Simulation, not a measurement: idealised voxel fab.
Process module in this document: voxel air gaps
Section cut is 260 nm wide and gridded with 5 nm square cells.
In this document a cross-section is written as a grid of square cells. It is given as a series of bands, listed from the top down, and a band is one or more rows of cells. Top, bottom (nm), then materials left to right with widths (nm); lone material tagged "all across" fills the whole band edge to edge; "blank" = empty space. Height is counted from the level 0, under which the received wafer is composed throughout of one material. The lowest of the bands is not closed at the bottom but continues downward, in the notation "0..down". A two-number width, for instance "30->40", indicates that the width is equal to the first number in the top row of the band and to the second number in the bottom row, and that it changes by a constant amount per row of cells. You'll sometimes find "stayed the same" written for a step, and that's the way of saying that nowhere in the cross-section did a cell change during that step. So "Closed void entries" is basically the list of trapped voids: any empty space of 8 cells or more that can't reach the top through an opening. They're written width x height at distance, the distance being from the left edge, and it's all nm. Read whatever lies past the settings on a step's line as the simulator's own remark about the step. "overlay nm", when on a step's line for a step with a mask, measures how far to the right of its planned place the mask lay; a negative measure means to the left.
[These are the steps we planned for the process]
| 1 | RECEIVE,material Si |
| 2 | CONFORMAL_DEP,material SiO2,thk nm 15 |
| 3 | CONFORMAL_DEP,material SiCN,thk nm 5 |
| 4 | DIRECTIONAL_DEP,material SiO2,thk nm 40 |
| 5 | PATTERN,tone open,mask id LINES,material resist,width nm 20,pitch nm 45,thk nm 20,overlay nm 0 |
| 6 | DIRECTIONAL_ETCH,etch materials SiO2,depth nm 40 |
| 7 | STRIP,etch materials resist |
| 8 | CONFORMAL_DEP,material TiN,thk nm 5 |
| 9 | FILL_DEP,material Ru,thk nm 5 |
| 10 | CMP,height nm 60 |
| 11 | EPI,material Ru,thk nm 10 |
| 12 | SELECTIVE_ETCH,etch materials SiO2,depth nm 50 |
| 13 | CONFORMAL_DEP,material SiCN,thk nm 5 |
[First wafer out of two, processed as planned]
[As received (post step 1): cross-section]
  0..down = Si all across
  Closed void entries: none
[Upon completion of step 2, the wafer appears in cross-section as shown]
  15..0 = SiO2 all across
  Below a height of 0, the structure has not been altered.
[Upon completion of step 3, the wafer appears in cross-section as shown]
  20..15 = SiCN all across
  Below a height of 15, the structure has not been altered.
[Upon completion of step 4, the wafer appears in cross-section as shown]
  60..20 = SiO2 all across
  Below a height of 20, the structure has not been altered.
[Upon completion of step 5, the wafer appears in cross-section as shown]
  80..60 = 50 resist, 20 blank, 25 resist, 20 blank, 25 resist, 20 blank, 25 resist, 20 blank, 55 resist
  Below a height of 60, the structure has not been altered.
[Upon completion of step 6, the wafer appears in cross-section as shown]
  80..60 = 50 resist, 20 blank, 25 resist, 20 blank, 25 resist, 20 blank, 25 resist, 20 blank, 55 resist
  60..20 = 50 SiO2, 20 blank, 25 SiO2, 20 blank, 25 SiO2, 20 blank, 25 SiO2, 20 blank, 55 SiO2
  Below a height of 20, the structure has not been altered.
[Upon completion of step 7, the wafer appears in cross-section as shown]
  60..20 = 50 SiO2, 20 blank, 25 SiO2, 20 blank, 25 SiO2, 20 blank, 25 SiO2, 20 blank, 55 SiO2
  Below a height of 20, the structure has not been altered.
[Upon completion of step 8, the wafer appears in cross-section as shown]
  65..60 = 55 TiN, 10 blank, 35 TiN, 10 blank, 35 TiN, 10 blank, 35 TiN, 10 blank, 60 TiN
  60..25 = 50 SiO2, 5 TiN, 10 blank, 5 TiN, 25 SiO2, 5 TiN, 10 blank, 5 TiN, 25 SiO2, 5 TiN, 10 blank, 5 TiN, 25 SiO2, 5 TiN, 10 blank, 5 TiN, 55 SiO2
  25..20 = 50 SiO2, 20 TiN, 25 SiO2, 20 TiN, 25 SiO2, 20 TiN, 25 SiO2, 20 TiN, 55 SiO2
  Below a height of 20, the structure has not been altered.
[Upon completion of step 9, the wafer appears in cross-section as shown]
  70..65 = Ru all across
  65..60 = 55 TiN, 10 Ru, 35 TiN, 10 Ru, 35 TiN, 10 Ru, 35 TiN, 10 Ru, 60 TiN
  60..25 = 50 SiO2, 5 TiN, 10 Ru, 5 TiN, 25 SiO2, 5 TiN, 10 Ru, 5 TiN, 25 SiO2, 5 TiN, 10 Ru, 5 TiN, 25 SiO2, 5 TiN, 10 Ru, 5 TiN, 55 SiO2
  Below a height of 25, the structure has not been altered.
[Upon completion of step 10, the wafer appears in cross-section as shown]
  60..25 = 50 SiO2, 5 TiN, 10 Ru, 5 TiN, 25 SiO2, 5 TiN, 10 Ru, 5 TiN, 25 SiO2, 5 TiN, 10 Ru, 5 TiN, 25 SiO2, 5 TiN, 10 Ru, 5 TiN, 55 SiO2
  Below a height of 25, the structure has not been altered.
[Upon completion of step 11, the wafer appears in cross-section as shown]
  70..60 = 40 blank, 40 Ru, 5 blank, 40 Ru, 5 blank, 40 Ru, 5 blank, 40 Ru, 45 blank
  Below a height of 60, the structure has not been altered.
[Upon completion of step 12, the wafer appears in cross-section as shown]
  70..60 = 40 blank, 40 Ru, 5 blank, 40 Ru, 5 blank, 40 Ru, 5 blank, 40 Ru, 45 blank
  60..25 = 50 blank, 5 TiN, 10 Ru, 5 TiN, 25 blank, 5 TiN, 10 Ru, 5 TiN, 25 blank, 5 TiN, 10 Ru, 5 TiN, 25 blank, 5 TiN, 10 Ru, 5 TiN, 55 blank
  25..20 = 50 blank, 20 TiN, 25 blank, 20 TiN, 25 blank, 20 TiN, 25 blank, 20 TiN, 55 blank
  Below a height of 20, the structure has not been altered.
[Upon completion of step 13, the wafer appears in cross-section as shown]
  75..70 = 35 blank, 185 SiCN, 40 blank
  70..60 = 35 blank, 5 SiCN, 40 Ru, 5 SiCN, 40 Ru, 5 SiCN, 40 Ru, 5 SiCN, 40 Ru, 5 SiCN, 40 blank
  60..55 = 35 blank, 15 SiCN, 5 TiN, 10 Ru, 5 TiN, 25 SiCN, 5 TiN, 10 Ru, 5 TiN, 25 SiCN, 5 TiN, 10 Ru, 5 TiN, 25 SiCN, 5 TiN, 10 Ru, 5 TiN, 15 SiCN, 40 blank
  55..25 = 45 blank, 5 SiCN, 5 TiN, 10 Ru, 5 TiN, 5 SiCN, 15 blank, 5 SiCN, 5 TiN, 10 Ru, 5 TiN, 5 SiCN, 15 blank, 5 SiCN, 5 TiN, 10 Ru, 5 TiN, 5 SiCN, 15 blank, 5 SiCN, 5 TiN, 10 Ru, 5 TiN, 5 SiCN, 50 blank
  25..20 = 50 SiCN, 20 TiN, 25 SiCN, 20 TiN, 25 SiCN, 20 TiN, 25 SiCN, 20 TiN, 55 SiCN
  Below a height of 20, the structure has not been altered.
  Closed void entries: 15 x 30 at 75; 15 x 30 at 120; 15 x 30 at 165
[Wafer two. Same start, same plan, one slip in execution. Same as wafer one through step 4, inclusive]
[Planned end of step 5: second wafer, cross-section]
  80..60 = 55 resist, 15 blank, 30 resist, 15 blank, 30 resist, 15 blank, 30 resist, 15 blank, 55 resist
  Below a height of 60, the structure has not been altered.
[Planned end of step 6: second wafer, cross-section]
  80..60 = 55 resist, 15 blank, 30 resist, 15 blank, 30 resist, 15 blank, 30 resist, 15 blank, 55 resist
  60..20 = 55 SiO2, 15 blank, 30 SiO2, 15 blank, 30 SiO2, 15 blank, 30 SiO2, 15 blank, 55 SiO2
  Below a height of 20, the structure has not been altered.
[Planned end of step 7: second wafer, cross-section]
  60..20 = 55 SiO2, 15 blank, 30 SiO2, 15 blank, 30 SiO2, 15 blank, 30 SiO2, 15 blank, 55 SiO2
  Below a height of 20, the structure has not been altered.
[Planned end of step 8: second wafer, cross-section]
  65..60 = 60 TiN, 5 blank, 40 TiN, 5 blank, 40 TiN, 5 blank, 40 TiN, 5 blank, 60 TiN
  60..25 = 55 SiO2, 5 TiN, 5 blank, 5 TiN, 30 SiO2, 5 TiN, 5 blank, 5 TiN, 30 SiO2, 5 TiN, 5 blank, 5 TiN, 30 SiO2, 5 TiN, 5 blank, 5 TiN, 55 SiO2
  25..20 = 55 SiO2, 15 TiN, 30 SiO2, 15 TiN, 30 SiO2, 15 TiN, 30 SiO2, 15 TiN, 55 SiO2
  Below a height of 20, the structure has not been altered.
[Planned end of step 9: second wafer, cross-section]
  70..65 = Ru all across
  65..60 = 60 TiN, 5 Ru, 40 TiN, 5 Ru, 40 TiN, 5 Ru, 40 TiN, 5 Ru, 60 TiN
  60..25 = 55 SiO2, 5 TiN, 5 Ru, 5 TiN, 30 SiO2, 5 TiN, 5 Ru, 5 TiN, 30 SiO2, 5 TiN, 5 Ru, 5 TiN, 30 SiO2, 5 TiN, 5 Ru, 5 TiN, 55 SiO2
  Below a height of 25, the structure has not been altered.
[Planned end of step 10: second wafer, cross-section]
  60..25 = 55 SiO2, 5 TiN, 5 Ru, 5 TiN, 30 SiO2, 5 TiN, 5 Ru, 5 TiN, 30 SiO2, 5 TiN, 5 Ru, 5 TiN, 30 SiO2, 5 TiN, 5 Ru, 5 TiN, 55 SiO2
  Below a height of 25, the structure has not been altered.
[Planned end of step 11: second wafer, cross-section]
  70..60 = 45 blank, 35 Ru, 10 blank, 35 Ru, 10 blank, 35 Ru, 10 blank, 35 Ru, 45 blank
  Below a height of 60, the structure has not been altered.
[Planned end of step 12: second wafer, cross-section]
  70..60 = 45 blank, 35 Ru, 10 blank, 35 Ru, 10 blank, 35 Ru, 10 blank, 35 Ru, 45 blank
  60..25 = 55 blank, 5 TiN, 5 Ru, 5 TiN, 30 blank, 5 TiN, 5 Ru, 5 TiN, 30 blank, 5 TiN, 5 Ru, 5 TiN, 30 blank, 5 TiN, 5 Ru, 5 TiN, 55 blank
  25..20 = 55 blank, 15 TiN, 30 blank, 15 TiN, 30 blank, 15 TiN, 30 blank, 15 TiN, 55 blank
  Below a height of 20, the structure has not been altered.
[Planned end of step 13: second wafer, cross-section]
  75..70 = 40 blank, 180 SiCN, 40 blank
  70..60 = 40 blank, 5 SiCN, 35 Ru, 10 SiCN, 35 Ru, 10 SiCN, 35 Ru, 10 SiCN, 35 Ru, 5 SiCN, 40 blank
  60..55 = 40 blank, 15 SiCN, 5 TiN, 5 Ru, 5 TiN, 30 SiCN, 5 TiN, 5 Ru, 5 TiN, 30 SiCN, 5 TiN, 5 Ru, 5 TiN, 30 SiCN, 5 TiN, 5 Ru, 5 TiN, 15 SiCN, 40 blank
  55..25 = 50 blank, 5 SiCN, 5 TiN, 5 Ru, 5 TiN, 5 SiCN, 20 blank, 5 SiCN, 5 TiN, 5 Ru, 5 TiN, 5 SiCN, 20 blank, 5 SiCN, 5 TiN, 5 Ru, 5 TiN, 5 SiCN, 20 blank, 5 SiCN, 5 TiN, 5 Ru, 5 TiN, 5 SiCN, 50 blank
  25..20 = 55 SiCN, 15 TiN, 30 SiCN, 15 TiN, 30 SiCN, 15 TiN, 30 SiCN, 15 TiN, 55 SiCN
  Below a height of 20, the structure has not been altered.
  Closed void entries: 20 x 30 at 75; 20 x 30 at 120; 20 x 30 at 165
Error vs. plan: planned and actual differ for step 5; actual: PATTERN,tone open,mask id LINES,material resist,width nm 15,pitch nm 45,thk nm 20,overlay nm 0
End of process, cell counts, second wafer against first, materials with more or fewer: -36 Ru, +12 SiCN, -4 TiN
